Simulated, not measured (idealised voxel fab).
Herein follows the process module entitled voxel wiring stack.
This is section cut - it's 245 nm across, gridded in 5 nm square cells.
A cross-section is a grid of square cells, given in bands from the top down. A band is one or more rows of cells.
The entry gives the band's vertical extent as a top height and a bottom height in nm, then its horizontal make-up as materials from left to right, each with a width in nm. "air" stands for empty space; a single material marked "full width" fills the band edge to edge.
All heights in this document are referenced to 0, defined as the level beneath which the wafer, as received, consists entirely of one material. The lowest band is not bounded below; it extends indefinitely downward and is written in the form "0 down".
The expression "30->40" gives the width at the extremes of the band, the first number at its top row of cells and the second at its bottom row, with the width changing by equal amounts from each row to the next in between.
Step marked "nothing changed"? Then no cell in the cross-section changed in it.
In the "Enclosed empty spaces" entry, you get each enclosed empty space of 8 cells or more, one with no open way to the top, written width x height at distance, distance from the left edge, in nm.
Where a step's line continues beyond its settings, the continuation is a remark by the simulator itself on that step.
overlay nm: for a step with a mask, the amount by which the mask lay right of where it was planned; a negative amount means left of it.

-- Below is the list of planned process steps
1,RECEIVE: material Si
2,CONFORMAL_DEP: material SiO2, thk nm 15
3,DIRECTIONAL_DEP: material TiN, thk nm 5
4,DIRECTIONAL_DEP: material W, thk nm 20
5,DIRECTIONAL_DEP: material aC, thk nm 15
6,PATTERN: tone cover, mask id METAL_1, material resist, width nm 20, pitch nm 50, thk nm 35, overlay nm 0
7,DIRECTIONAL_ETCH: etch materials aC, depth nm 15
8,STRIP: etch materials resist
9,DIRECTIONAL_ETCH: etch materials W, depth nm 20
10,DIRECTIONAL_ETCH: etch materials TiN, depth nm 5
11,STRIP: etch materials aC
12,FILL_DEP: material lowk, thk nm 10
13,CMP: height nm 40
14,CONFORMAL_DEP: material SiCN, thk nm 5
15,DIRECTIONAL_DEP: material SiO2, thk nm 15
16,MASKED_ETCH: tone open, mask id PLUG_1, width nm 15, etch materials SiO2, depth nm 15, overlay nm 0
17,MASKED_ETCH: tone open, mask id PLUG_1, width nm 15, etch materials SiCN, depth nm 5, overlay nm 0
18,EPI: material Ru, thk nm 10
19,EPI: material Ru, thk nm 10
20,DIRECTIONAL_DEP: material TiN, thk nm 5
21,DIRECTIONAL_DEP: material Ru, thk nm 20
22,MASKED_ETCH: tone cover, mask id METAL_2, width nm 20, pitch nm 50, etch materials Ru, depth nm 20, overlay nm 0
23,MASKED_ETCH: tone cover, mask id METAL_2, width nm 20, pitch nm 50, etch materials TiN, depth nm 5, overlay nm 0
24,CONFORMAL_DEP: material SiN, thk nm 5
25,FILL_DEP: material lowk, thk nm 10
26,CMP: height nm 85
27,CONFORMAL_DEP: material SiCN, thk nm 5
28,DIRECTIONAL_DEP: material lowk, thk nm 10
29,DIRECTIONAL_DEP: material aC, thk nm 10
30,PATTERN: tone open, mask id PLUG_2, material resist, width nm 15, thk nm 25, overlay nm 0
31,DIRECTIONAL_ETCH: etch materials aC, depth nm 10
32,STRIP: etch materials resist
33,DIRECTIONAL_ETCH: etch materials lowk, depth nm 10
34,DIRECTIONAL_ETCH: etch materials SiCN, depth nm 5
35,STRIP: etch materials aC
36,CONFORMAL_DEP: material TiN, thk nm 5
37,FILL_DEP: material Cu, thk nm 5
38,CMP: height nm 100
39,CONFORMAL_DEP: material SiN, thk nm 5
40,DIRECTIONAL_DEP: material SiO2, thk nm 15
41,PATTERN: tone open, mask id METAL_3, material resist, width nm 20, pitch nm 50, thk nm 20, overlay nm 0
42,DIRECTIONAL_ETCH: etch materials SiO2, depth nm 15
43,DIRECTIONAL_ETCH: etch materials SiN, depth nm 5
44,STRIP: etch materials resist
45,CONFORMAL_DEP: material TiN, thk nm 5
46,FILL_DEP: material W, thk nm 5
47,CMP: height nm 120
48,EPI: material Ru, thk nm 5
49,FILL_DEP: material SiCN, thk nm 5
50,DIRECTIONAL_DEP: material lowk, thk nm 30
51,MASKED_ETCH: tone open, mask id METAL_4_HOLES, width nm 15, pitch nm 50, etch materials lowk, depth nm 30, overlay nm 0
52,PATTERN: tone open, mask id METAL_4, material resist, width nm 20, pitch nm 50, thk nm 20, overlay nm 0
53,DIRECTIONAL_ETCH: etch materials lowk, depth nm 15
54,DIRECTIONAL_ETCH: etch materials SiCN, depth nm 5
55,STRIP: etch materials resist
56,CONFORMAL_DEP: material TiN, thk nm 5
57,FILL_DEP: material Cu, thk nm 5
58,CMP: height nm 160
59,CONFORMAL_DEP: material SiCN, thk nm 5

-- Wafer cross-section on receipt, i.e. after step 1
> 0 down | Si full width
> Enclosed empty spaces: none

-- Post-module cross-section of the first of two wafers (run per plan)
> 165 to 160 | SiCN full width
> 160 to 150 | 85 nm lowk | 5 nm TiN | 10 nm Cu | 5 nm TiN | 30 nm lowk | 5 nm TiN | 10 nm Cu | 5 nm TiN | 90 nm lowk
> 150 to 145 | 85 nm lowk | 5 nm TiN | 5 nm Cu | 10 nm TiN | 30 nm lowk | 5 nm TiN | 5 nm Cu | 10 nm TiN | 90 nm lowk
> 145 to 130 | 85 nm lowk | 5 nm TiN | 5 nm Cu | 5 nm TiN | 35 nm lowk | 5 nm TiN | 5 nm Cu | 5 nm TiN | 95 nm lowk
> 130 to 125 | 85 nm SiCN | 15 nm TiN | 35 nm SiCN | 15 nm TiN | 95 nm SiCN
> 125 to 120 | 80 nm SiCN | 30 nm Ru | 20 nm SiCN | 30 nm Ru | 85 nm SiCN
> 120 to 105 | 85 nm SiO2 | 5 nm TiN | 10 nm W | 5 nm TiN | 30 nm SiO2 | 5 nm TiN | 10 nm W | 5 nm TiN | 90 nm SiO2
> 105 to 100 | 85 nm SiN | 20 nm TiN | 30 nm SiN | 20 nm TiN | 90 nm SiN
> 100 to 90 | 85 nm lowk | 5 nm TiN | 5 nm Cu | 5 nm TiN | 145 nm lowk
> 90 to 85 | 85 nm SiCN | 15 nm TiN | 145 nm SiCN
> 85 to 65 | 80 nm lowk | 5 nm SiN | 20 nm Ru | 5 nm SiN | 20 nm lowk | 5 nm SiN | 20 nm Ru | 5 nm SiN | 85 nm lowk
> 65 to 60 | 85 nm SiN | 20 nm TiN | 30 nm SiN | 20 nm TiN | 90 nm SiN
> 60 to 45 | 85 nm SiO2 | 15 nm Ru | 145 nm SiO2
> 45 to 40 | 85 nm SiCN | 15 nm Ru | 145 nm SiCN
> 40 to 20 | 85 nm lowk | 20 nm W | 30 nm lowk | 20 nm W | 90 nm lowk
> 20 to 15 | 85 nm lowk | 20 nm TiN | 30 nm lowk | 20 nm TiN | 90 nm lowk
> 15 to 0 | SiO2 full width
> 0 down | Si full width
> Enclosed empty spaces: none

-- So this is wafer number two of the two, cut at the end of the module - it started where the first did and had the same plan, we just got one thing wrong running it
> 165 to 160 | SiCN full width
> 160 to 150 | 85 nm lowk | 5 nm TiN | 10 nm Cu | 5 nm TiN | 30 nm lowk | 5 nm TiN | 10 nm Cu | 5 nm TiN | 90 nm lowk
> 150 to 145 | 85 nm lowk | 5 nm TiN | 5 nm Cu | 10 nm TiN | 30 nm lowk | 5 nm TiN | 5 nm Cu | 10 nm TiN | 90 nm lowk
> 145 to 130 | 85 nm lowk | 5 nm TiN | 5 nm Cu | 5 nm TiN | 35 nm lowk | 5 nm TiN | 5 nm Cu | 5 nm TiN | 95 nm lowk
> 130 to 125 | 85 nm SiCN | 15 nm TiN | 35 nm SiCN | 15 nm TiN | 95 nm SiCN
> 125 to 120 | 80 nm SiCN | 30 nm Ru | 20 nm SiCN | 30 nm Ru | 85 nm SiCN
> 120 to 105 | 85 nm SiO2 | 5 nm TiN | 10 nm W | 5 nm TiN | 30 nm SiO2 | 5 nm TiN | 10 nm W | 5 nm TiN | 90 nm SiO2
> 105 to 100 | 85 nm SiN | 20 nm TiN | 30 nm SiN | 20 nm TiN | 90 nm SiN
> 100 to 90 | 85 nm lowk | 5 nm TiN | 5 nm Cu | 5 nm TiN | 145 nm lowk
> 90 to 85 | 85 nm SiCN | 15 nm TiN | 145 nm SiCN
> 85 to 75 | 80 nm lowk | 5 nm SiN | 20 nm Ru | 5 nm SiN | 20 nm lowk | 5 nm SiN | 20 nm Ru | 5 nm SiN | 85 nm lowk
> 75 to 70 | 70 nm lowk | 15 nm SiN | 20 nm TiN | 10 nm SiN | 15 nm lowk | 5 nm SiN | 20 nm Ru | 5 nm SiN | 85 nm lowk
> 70 to 65 | 70 nm lowk | 5 nm SiN | 35 nm Ru | 5 nm SiN | 15 nm lowk | 5 nm SiN | 20 nm Ru | 5 nm SiN | 85 nm lowk
> 65 to 60 | 75 nm SiN | 35 nm Ru | 25 nm SiN | 20 nm TiN | 90 nm SiN
> 60 to 45 | 85 nm SiO2 | 15 nm Ru | 145 nm SiO2
> 45 to 40 | 85 nm SiCN | 15 nm Ru | 145 nm SiCN
> 40 to 20 | 85 nm lowk | 20 nm W | 30 nm lowk | 20 nm W | 90 nm lowk
> 20 to 15 | 85 nm lowk | 20 nm TiN | 30 nm lowk | 20 nm TiN | 90 nm lowk
> 15 to 0 | SiO2 full width
> 0 down | Si full width
> Enclosed empty spaces: none
what went wrong: among the identical steps 18 and 19, one was performed twice; which one remains unidentifiable
At the finish, the second wafer shows more or fewer cells for some materials than the first does: 6 more of Ru, 6 fewer of lowk
